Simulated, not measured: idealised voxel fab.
The following is a process module called voxel self aligned contacts.
The width of the displayed cross-section, cut, is 260 nm; its cells are square, with a size of 5 nm.
In what follows, cross-sections appear as grids of square cells, described through bands that run from the top down, where every band is one or more rows of cells.
Top, bottom (nm), then materials left to right with widths (nm); lone material tagged "full width" fills the whole band edge to edge; "blank" = empty space.
Heights are measured from 0, the level below which the as-received wafer is all one material; the lowest band has no bottom and continues downward, written as in "top 0, no bottom".
The two numbers in a width such as "30->40" mark its ends across the band: the first belongs to the top row of cells, the second to the bottom row, and from each row to the next the width moves by the same amount.
"nothing was modified" for a step: no cell of the cross-section changed in that step.
Voids not open to the top, 8 cells minimum: see "Closed void listing". Written width x height at distance; distance is from the left edge; nm.
Post-settings text on a step line: simulator's own remark regarding the step.
overlay nm: for a step with a mask, the amount by which the mask lay right of where it was planned; a negative amount means left of it.
This section lists the process steps that were planned
| 1 | RECEIVE [material Si] |
| 2 | CONFORMAL_DEP [material SiO2] [thk nm 5] |
| 3 | DIRECTIONAL_DEP [material polySi] [thk nm 25] |
| 4 | DIRECTIONAL_DEP [material SiN] [thk nm 25] |
| 5 | PATTERN [tone cover] [mask id GATE] [material resist] [width nm 25] [pitch nm 70] [thk nm 20] [overlay nm 0] |
| 6 | DIRECTIONAL_ETCH [etch materials SiN] [depth nm 25] |
| 7 | DIRECTIONAL_ETCH [etch materials polySi] [depth nm 25] |
| 8 | STRIP [etch materials resist] |
| 9 | CONFORMAL_DEP [material SiN] [thk nm 10] |
| 10 | DIRECTIONAL_ETCH [etch materials SiN] [depth nm 10] |
| 11 | FILL_DEP [material SiO2] [thk nm 20] |
| 12 | CMP [height nm 65] |
| 13 | MASKED_ETCH [tone open] [mask id CONTACT] [width nm 55] [etch materials SiO2] [depth nm 65] [overlay nm 0] |
| 14 | CONFORMAL_DEP [material TiN] [thk nm 5] |
| 15 | FILL_DEP [material Ru] [thk nm 5] |
| 16 | CMP [height nm 65] |
| 17 | CONFORMAL_DEP [material SiN] [thk nm 5] |
Here's what the wafer looked like in cross-section when it arrived - that's after step 1
  top 0, no bottom | Si full width
  Closed void listing: none
Post-module cross-section: identical start and plan to those above, one misstep in execution
  top 70, bottom 65 | SiN full width
  top 65, bottom 55 | 100 nm SiO2 / 5->20 nm TiN / 45->15 nm Ru / 5->20 nm TiN / 105 nm SiO2
  top 55, bottom 35 | 70 nm SiO2 / 10 nm SiN / 25 nm polySi / 10 nm SiN / 5 nm TiN / 15 nm Ru / 5 nm TiN / 10 nm SiN / 25 nm polySi / 10 nm SiN / 75 nm SiO2
  top 35, bottom 30 | 70 nm SiO2 / 10 nm SiN / 25 nm polySi / 10 nm SiN / 25 nm TiN / 10 nm SiN / 25 nm polySi / 10 nm SiN / 75 nm SiO2
  top 30, bottom 5 | SiN full width
  top 5, bottom 0 | SiO2 full width
  top 0, no bottom | Si full width
  Closed void listing: none
The mistake made against the process plan was this: so 3 and 4 got swapped relative to the plan, each ran where the other was supposed to
